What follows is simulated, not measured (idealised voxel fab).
Process module under the name voxel capacitor over wiring
220 nm wide, 5 nm square cells: that's cross-section cut.
The cross-sections in this document take the form of a grid made of square cells. They are written out as bands, in order from top to bottom. Each band consists of one or more rows of cells.
It is stipulated that each band's entry specify, in nanometres, the height of the top of the band and then that of its bottom, followed by the materials of the band in left-to-right sequence, each together with its width in nanometres. A single material marked by the word "edge to edge" is understood to fill the band from edge to edge; the word "air" is understood to denote empty space.
It should be noted that heights are counted from 0, beneath which the wafer as supplied is of one material throughout, and that the lowest band possesses no lower boundary but continues downward, as written in "0 nm and below".
It should be noted that a width expressed as "30 to 40" varies in equal increments from row to row of cells within the band, taking the value of the first number at the top row and that of the second number at the bottom row.
"identical to before", as given for a step, is the statement that not any cell of the cross-section underwent a change during that step.
Voids not open to the top, 8 cells minimum: see "Fully sealed voids". Written width x height at distance; distance is from the left edge; nm.
Text after the settings on a step's line: the simulator's own remark on that step.
"overlay nm" answers the question of how far to the right of plan the mask lay on a step that has a mask, and when it is negative the answer is to the left.

PLANNED PROCESS STEPS
1) RECEIVE,material Si
2) CONFORMAL_DEP,material SiO2,thk nm 10
3) CONFORMAL_DEP,material SiCN,thk nm 5
4) DIRECTIONAL_DEP,material SiO2,thk nm 25
5) MASKED_ETCH,tone open,mask id METAL_1,width nm 30,pitch nm 85,etch materials SiO2,depth nm 25,overlay nm 0
6) MASKED_ETCH,tone open,mask id METAL_1,width nm 30,pitch nm 85,etch materials SiCN,depth nm 5,overlay nm 0
7) CONFORMAL_DEP,material TiN,thk nm 5
8) FILL_DEP,material Ru,thk nm 10
9) CMP,height nm 40
10) CONFORMAL_DEP,material SiCN,thk nm 5
11) DIRECTIONAL_DEP,material SiO2,thk nm 15
12) DIRECTIONAL_DEP,material aC,thk nm 10
13) PATTERN,tone open,mask id PLUG_1,material resist,width nm 15,thk nm 30,overlay nm 0
14) DIRECTIONAL_ETCH,etch materials aC,depth nm 10
15) STRIP,etch materials resist
16) DIRECTIONAL_ETCH,etch materials SiO2,depth nm 15
17) DIRECTIONAL_ETCH,etch materials SiCN,depth nm 5
18) STRIP,etch materials aC
19) CONFORMAL_DEP,material TiN,thk nm 5
20) FILL_DEP,material Ru,thk nm 10
21) CMP,height nm 60
22) DIRECTIONAL_DEP,material TiN,thk nm 10
23) DIRECTIONAL_DEP,material HfO2,thk nm 5
24) DIRECTIONAL_DEP,material TiN,thk nm 10
25) DIRECTIONAL_DEP,material aC,thk nm 10
26) PATTERN,tone cover,mask id UPPER_PLATE,material resist,width nm 60,thk nm 25,overlay nm 0
27) DIRECTIONAL_ETCH,etch materials aC,depth nm 10
28) STRIP,etch materials resist
29) DIRECTIONAL_ETCH,etch materials TiN,depth nm 10
30) DIRECTIONAL_ETCH,etch materials HfO2,depth nm 5
31) STRIP,etch materials aC
32) DIRECTIONAL_DEP,material aC,thk nm 15
33) PATTERN,tone cover,mask id LOWER_PLATE,material resist,width nm 70,thk nm 30,overlay nm 0
34) DIRECTIONAL_ETCH,etch materials aC,depth nm 15
35) STRIP,etch materials resist
36) DIRECTIONAL_ETCH,etch materials TiN,depth nm 10
37) STRIP,etch materials aC
38) FILL_DEP,material SiO2,thk nm 15
39) CMP,height nm 95
40) MASKED_ETCH,tone open,mask id PLUG_2,width nm 15,etch materials SiO2,depth nm 10,overlay nm 0
41) CONFORMAL_DEP,material TiN,thk nm 5
42) FILL_DEP,material W,thk nm 10
43) CMP,height nm 95
44) CONFORMAL_DEP,material SiN,thk nm 5

CROSS-SECTION OF THE WAFER AS IT CAME TO US, I.E., ALREADY THROUGH STEP 1
    0 nm and below: Si edge to edge
    Fully sealed voids: none

FINAL CROSS-SECTION, MODULE RUN WITH ONE MISTAKE (START AND PLAN AS ABOVE)
    100 nm to 95 nm: SiN edge to edge
    95 nm to 90 nm: SiO2 75 nm | TiN 5 nm | W 5 nm | TiN 5 nm | SiO2 130 nm
    90 nm to 85 nm: SiO2 75 nm | TiN 15 nm | SiO2 130 nm
    85 nm to 75 nm: SiO2 60 nm | TiN 5 nm | SiO2 60 nm | TiN 5 nm | SiO2 90 nm
    75 nm to 70 nm: HfO2 65 nm | SiO2 60 nm | HfO2 95 nm
    70 nm to 60 nm: TiN edge to edge
    60 nm to 45 nm: SiO2 65 nm | TiN 5 nm | Ru 5 nm | TiN 5 nm | SiO2 140 nm
    45 nm to 40 nm: SiCN 65 nm | TiN 15 nm | SiCN 140 nm
    40 nm to 15 nm: SiO2 50 nm | TiN 5 nm | Ru 20 nm | TiN 5 nm | SiO2 55 nm | TiN 5 nm | Ru 20 nm | TiN 5 nm | SiO2 55 nm
    15 nm to 10 nm: SiCN 50 nm | TiN 30 nm | SiCN 55 nm | TiN 30 nm | SiCN 55 nm
    10 nm to 0 nm: SiO2 edge to edge
    0 nm and below: Si edge to edge
    Fully sealed voids: none
What was done differently from what was planned? step 26 was not run as planned; what actually ran was PATTERN,tone open,mask id UPPER_PLATE,material resist,width nm 60,thk nm 25,overlay nm 0
